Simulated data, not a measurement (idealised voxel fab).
Name of the process module below: voxel wiring stack
cross-section cut | 225 nm wide | cells 5 nm
We lay out every cross-section as a grid of square cells and spell it out in bands from the top down, where one band means one or more rows of cells. Within each band entry, the heights of the top and of the bottom of the band appear first, in that order and in nm; the materials of the band then follow from left to right, each with its corresponding width in nm. The designation "all across" on a single material indicates that it fills the band from edge to edge; the designation "empty" indicates empty space. Zero point of the height axis is 0; under it, received wafer = one material. Lowest band: continues down indefinitely, "top 0, no bottom". The two numbers in a width such as "30..40" mark its ends across the band: the first belongs to the top row of cells, the second to the bottom row, and from each row to the next the width moves by the same amount. "nothing got changed" (step): cross-section cells unchanged, all of them. So "Completely enclosed voids" is basically the list of trapped voids: any empty space of 8 cells or more that can't reach the top through an opening. They're written width x height at distance, the distance being from the left edge, and it's all nm. Note: text after step settings on the step line = simulator remark on that step. The line of a step may include "overlay nm". On a step with a mask, this value is how far to the right of its planned place the mask lay. A negative value means the mask lay to the left.
[Here's what the planned process steps look like]
step 1: op RECEIVE | material Si
step 2: op CONFORMAL_DEP | material SiO2 | thk nm 15
step 3: op CONFORMAL_DEP | material SiN | thk nm 5
step 4: op DIRECTIONAL_DEP | material lowk | thk nm 25
step 5: op MASKED_ETCH | tone open | mask id METAL_1 | width nm 20 | pitch nm 35 | etch materials lowk | depth nm 25 | overlay nm 0
step 6: op MASKED_ETCH | tone open | mask id METAL_1 | width nm 20 | pitch nm 35 | etch materials SiN | depth nm 5 | overlay nm 0
step 7: op CONFORMAL_DEP | material TiN | thk nm 5
step 8: op FILL_DEP | material Cu | thk nm 5
step 9: op CMP | height nm 45
step 10: op CONFORMAL_DEP | material SiCN | thk nm 5
step 11: op DIRECTIONAL_DEP | material lowk | thk nm 20
step 12: op DIRECTIONAL_DEP | material aC | thk nm 15
step 13: op PATTERN | tone open | mask id PLUG_1 | material resist | width nm 15 | pitch nm 35 | thk nm 35 | overlay nm 0
step 14: op DIRECTIONAL_ETCH | etch materials aC | depth nm 15
step 15: op STRIP | etch materials resist
step 16: op DIRECTIONAL_ETCH | etch materials lowk | depth nm 20
step 17: op DIRECTIONAL_ETCH | etch materials SiCN | depth nm 5
step 18: op STRIP | etch materials aC
step 19: op EPI | material Ru | thk nm 10
step 20: op EPI | material Ru | thk nm 10
step 21: op EPI | material Ru | thk nm 5
step 22: op DIRECTIONAL_DEP | material TiN | thk nm 5
step 23: op DIRECTIONAL_DEP | material W | thk nm 25
step 24: op MASKED_ETCH | tone cover | mask id METAL_2 | width nm 20 | pitch nm 35 | etch materials W | depth nm 25 | overlay nm 0
step 25: op MASKED_ETCH | tone cover | mask id METAL_2 | width nm 20 | pitch nm 35 | etch materials TiN | depth nm 5 | overlay nm 0
step 26: op CONFORMAL_DEP | material SiCN | thk nm 5
step 27: op FILL_DEP | material SiO2 | thk nm 10
step 28: op CMP | height nm 100
step 29: op CONFORMAL_DEP | material SiCN | thk nm 5
step 30: op DIRECTIONAL_DEP | material SiO2 | thk nm 35
step 31: op MASKED_ETCH | tone open | mask id METAL_3_HOLES | width nm 15 | pitch nm 35 | etch materials SiO2 | depth nm 35 | overlay nm 0
step 32: op PATTERN | tone open | mask id METAL_3 | material resist | width nm 20 | pitch nm 35 | thk nm 15 | overlay nm 0
step 33: op DIRECTIONAL_ETCH | etch materials SiO2 | depth nm 20
step 34: op DIRECTIONAL_ETCH | etch materials SiCN | depth nm 5
step 35: op STRIP | etch materials resist
step 36: op CONFORMAL_DEP | material TiN | thk nm 5
step 37: op FILL_DEP | material Cu | thk nm 5
step 38: op CMP | height nm 140
step 39: op CONFORMAL_DEP | material SiCN | thk nm 5
step 40: op DIRECTIONAL_DEP | material lowk | thk nm 15
step 41: op DIRECTIONAL_DEP | material aC | thk nm 10
step 42: op PATTERN | tone open | mask id PLUG_3 | material resist | width nm 15 | pitch nm 35 | thk nm 30 | overlay nm 0
step 43: op DIRECTIONAL_ETCH | etch materials aC | depth nm 10
step 44: op STRIP | etch materials resist
step 45: op DIRECTIONAL_ETCH | etch materials lowk | depth nm 15
step 46: op DIRECTIONAL_ETCH | etch materials SiCN | depth nm 5
step 47: op STRIP | etch materials aC
step 48: op EPI | material Ru | thk nm 10
step 49: op EPI | material Ru | thk nm 10
step 50: op CONFORMAL_DEP | material SiCN | thk nm 5
step 51: op DIRECTIONAL_DEP | material lowk | thk nm 20
step 52: op PATTERN | tone open | mask id METAL_4 | material resist | width nm 20 | pitch nm 35 | thk nm 15 | overlay nm 0
step 53: op DIRECTIONAL_ETCH | etch materials lowk | depth nm 20
step 54: op DIRECTIONAL_ETCH | etch materials SiCN | depth nm 5
step 55: op STRIP | etch materials resist
step 56: op CONFORMAL_DEP | material TiN | thk nm 5
step 57: op FILL_DEP | material Cu | thk nm 5
step 58: op CMP | height nm 185
step 59: op CONFORMAL_DEP | material SiN | thk nm 5
[Cross-section: wafer on arrival = after step 1]
* top 0, no bottom  Si all across
* Completely enclosed voids: none
[Here's the cross-section of the first of our two wafers at the end of the module - it ran as planned]
* top 190, bottom 185  SiN all across
* top 185, bottom 165  50 nm lowk, then 5 nm TiN, then 10 nm Cu, then 5 nm TiN, then 15 nm lowk, then 5 nm TiN, then 10 nm Cu, then 5 nm TiN, then 15 nm lowk, then 5 nm TiN, then 10 nm Cu, then 5 nm TiN, then 15 nm lowk, then 5 nm TiN, then 10 nm Cu, then 5 nm TiN, then 50 nm lowk
* top 165, bottom 160  50 nm SiCN, then 20 nm TiN, then 15 nm SiCN, then 20 nm TiN, then 15 nm SiCN, then 20 nm TiN, then 15 nm SiCN, then 20 nm TiN, then 50 nm SiCN
* top 160, bottom 145  50 nm lowk, then 15 nm Ru, then 20 nm lowk, then 15 nm Ru, then 20 nm lowk, then 15 nm Ru, then 20 nm lowk, then 15 nm Ru, then 55 nm lowk
* top 145, bottom 140  50 nm SiCN, then 15 nm Ru, then 20 nm SiCN, then 15 nm Ru, then 20 nm SiCN, then 15 nm Ru, then 20 nm SiCN, then 15 nm Ru, then 55 nm SiCN
* top 140, bottom 125  50 nm SiO2, then 5 nm TiN, then 10 nm Cu, then 5 nm TiN, then 15 nm SiO2, then 5 nm TiN, then 10 nm Cu, then 5 nm TiN, then 15 nm SiO2, then 5 nm TiN, then 10 nm Cu, then 5 nm TiN, then 15 nm SiO2, then 5 nm TiN, then 10 nm Cu, then 5 nm TiN, then 50 nm SiO2
* top 125, bottom 120  50 nm SiO2, then 5 nm TiN, then 5 nm Cu, then 10 nm TiN, then 15 nm SiO2, then 5 nm TiN, then 5 nm Cu, then 10 nm TiN, then 15 nm SiO2, then 5 nm TiN, then 5 nm Cu, then 10 nm TiN, then 15 nm SiO2, then 5 nm TiN, then 5 nm Cu, then 10 nm TiN, then 50 nm SiO2
* top 120, bottom 105  50 nm SiO2, then 5 nm TiN, then 5 nm Cu, then 5 nm TiN, then 20 nm SiO2, then 5 nm TiN, then 5 nm Cu, then 5 nm TiN, then 20 nm SiO2, then 5 nm TiN, then 5 nm Cu, then 5 nm TiN, then 20 nm SiO2, then 5 nm TiN, then 5 nm Cu, then 5 nm TiN, then 55 nm SiO2
* top 105, bottom 100  50 nm SiCN, then 15 nm TiN, then 20 nm SiCN, then 15 nm TiN, then 20 nm SiCN, then 15 nm TiN, then 20 nm SiCN, then 15 nm TiN, then 55 nm SiCN
* top 100, bottom 75  45 nm SiO2, then 5 nm SiCN, then 20 nm W, then 5 nm SiCN, then 5 nm SiO2, then 5 nm SiCN, then 20 nm W, then 5 nm SiCN, then 5 nm SiO2, then 5 nm SiCN, then 20 nm W, then 5 nm SiCN, then 5 nm SiO2, then 5 nm SiCN, then 20 nm W, then 5 nm SiCN, then 45 nm SiO2
* top 75, bottom 70  50 nm SiCN, then 20 nm TiN, then 15 nm SiCN, then 20 nm TiN, then 15 nm SiCN, then 20 nm TiN, then 15 nm SiCN, then 20 nm TiN, then 50 nm SiCN
* top 70, bottom 50  50 nm lowk, then 15 nm Ru, then 20 nm lowk, then 15 nm Ru, then 20 nm lowk, then 15 nm Ru, then 20 nm lowk, then 15 nm Ru, then 55 nm lowk
* top 50, bottom 45  50 nm SiCN, then 15 nm Ru, then 20 nm SiCN, then 15 nm Ru, then 20 nm SiCN, then 15 nm Ru, then 20 nm SiCN, then 15 nm Ru, then 55 nm SiCN
* top 45, bottom 20  50 nm lowk, then 5 nm TiN, then 10 nm Cu, then 5 nm TiN, then 15 nm lowk, then 5 nm TiN, then 10 nm Cu, then 5 nm TiN, then 15 nm lowk, then 5 nm TiN, then 10 nm Cu, then 5 nm TiN, then 15 nm lowk, then 5 nm TiN, then 10 nm Cu, then 5 nm TiN, then 50 nm lowk
* top 20, bottom 15  50 nm SiN, then 20 nm TiN, then 15 nm SiN, then 20 nm TiN, then 15 nm SiN, then 20 nm TiN, then 15 nm SiN, then 20 nm TiN, then 50 nm SiN
* top 15, bottom 0  SiO2 all across
* top 0, no bottom  Si all across
* Completely enclosed voids: none
[Wafer two (of two), end-of-module cross-section: start = wafer one, plan = wafer one, one run mistake]
* top 190, bottom 185  SiN all across
* top 185, bottom 165  50 nm lowk, then 5 nm TiN, then 10 nm Cu, then 5 nm TiN, then 15 nm lowk, then 5 nm TiN, then 10 nm Cu, then 5 nm TiN, then 15 nm lowk, then 5 nm TiN, then 10 nm Cu, then 5 nm TiN, then 15 nm lowk, then 5 nm TiN, then 10 nm Cu, then 5 nm TiN, then 50 nm lowk
* top 165, bottom 160  50 nm SiCN, then 20 nm TiN, then 15 nm SiCN, then 20 nm TiN, then 15 nm SiCN, then 20 nm TiN, then 15 nm SiCN, then 20 nm TiN, then 50 nm SiCN
* top 160, bottom 145  50 nm lowk, then 15 nm Ru, then 20 nm lowk, then 15 nm Ru, then 20 nm lowk, then 15 nm Ru, then 20 nm lowk, then 15 nm Ru, then 55 nm lowk
* top 145, bottom 140  50 nm SiCN, then 15 nm Ru, then 20 nm SiCN, then 15 nm Ru, then 20 nm SiCN, then 15 nm Ru, then 20 nm SiCN, then 15 nm Ru, then 55 nm SiCN
* top 140, bottom 125  50 nm SiO2, then 5 nm TiN, then 10 nm Cu, then 5 nm TiN, then 15 nm SiO2, then 5 nm TiN, then 10 nm Cu, then 5 nm TiN, then 15 nm SiO2, then 5 nm TiN, then 10 nm Cu, then 5 nm TiN, then 15 nm SiO2, then 5 nm TiN, then 10 nm Cu, then 5 nm TiN, then 50 nm SiO2
* top 125, bottom 120  50 nm SiO2, then 5 nm TiN, then 5 nm Cu, then 10 nm TiN, then 15 nm SiO2, then 5 nm TiN, then 5 nm Cu, then 10 nm TiN, then 15 nm SiO2, then 5 nm TiN, then 5 nm Cu, then 10 nm TiN, then 15 nm SiO2, then 5 nm TiN, then 5 nm Cu, then 10 nm TiN, then 50 nm SiO2
* top 120, bottom 110  50 nm SiO2, then 5 nm TiN, then 5 nm Cu, then 5 nm TiN, then 20 nm SiO2, then 5 nm TiN, then 5 nm Cu, then 5 nm TiN, then 20 nm SiO2, then 5 nm TiN, then 5 nm Cu, then 5 nm TiN, then 20 nm SiO2, then 5 nm TiN, then 5 nm Cu, then 5 nm TiN, then 55 nm SiO2
* top 110, bottom 105  50 nm SiO2, then 15 nm TiN, then 20 nm SiO2, then 15 nm TiN, then 20 nm SiO2, then 15 nm TiN, then 20 nm SiO2, then 15 nm TiN, then 55 nm SiO2
* top 105, bottom 100  55 nm SiCN, then 10 nm TiN, then 25 nm SiCN, then 10 nm TiN, then 25 nm SiCN, then 10 nm TiN, then 25 nm SiCN, then 10 nm TiN, then 55 nm SiCN
* top 100, bottom 75  45 nm SiO2, then 5 nm SiCN, then 20 nm W, then 5 nm SiCN, then 5 nm SiO2, then 5 nm SiCN, then 20 nm W, then 5 nm SiCN, then 5 nm SiO2, then 5 nm SiCN, then 20 nm W, then 5 nm SiCN, then 5 nm SiO2, then 5 nm SiCN, then 20 nm W, then 5 nm SiCN, then 45 nm SiO2
* top 75, bottom 70  50 nm SiCN, then 20 nm TiN, then 15 nm SiCN, then 20 nm TiN, then 15 nm SiCN, then 20 nm TiN, then 15 nm SiCN, then 20 nm TiN, then 50 nm SiCN
* top 70, bottom 50  50 nm lowk, then 15 nm Ru, then 20 nm lowk, then 15 nm Ru, then 20 nm lowk, then 15 nm Ru, then 20 nm lowk, then 15 nm Ru, then 55 nm lowk
* top 50, bottom 45  50 nm SiCN, then 15 nm Ru, then 20 nm SiCN, then 15 nm Ru, then 20 nm SiCN, then 15 nm Ru, then 20 nm SiCN, then 15 nm Ru, then 55 nm SiCN
* top 45, bottom 20  50 nm lowk, then 5 nm TiN, then 10 nm Cu, then 5 nm TiN, then 15 nm lowk, then 5 nm TiN, then 10 nm Cu, then 5 nm TiN, then 15 nm lowk, then 5 nm TiN, then 10 nm Cu, then 5 nm TiN, then 15 nm lowk, then 5 nm TiN, then 10 nm Cu, then 5 nm TiN, then 50 nm lowk
* top 20, bottom 15  50 nm SiN, then 20 nm TiN, then 15 nm SiN, then 20 nm TiN, then 15 nm SiN, then 20 nm TiN, then 15 nm SiN, then 20 nm TiN, then 50 nm SiN
* top 15, bottom 0  SiO2 all across
* top 0, no bottom  Si all across
* Completely enclosed voids: none
Processing error: step 32 ran as: op PATTERN | tone open | mask id METAL_3 | material resist | width nm 15 | pitch nm 35 | thk nm 15 | overlay nm 0
End check, counted in cells, second wafer has more or fewer of these materials than the first: Cu -4; SiCN +4
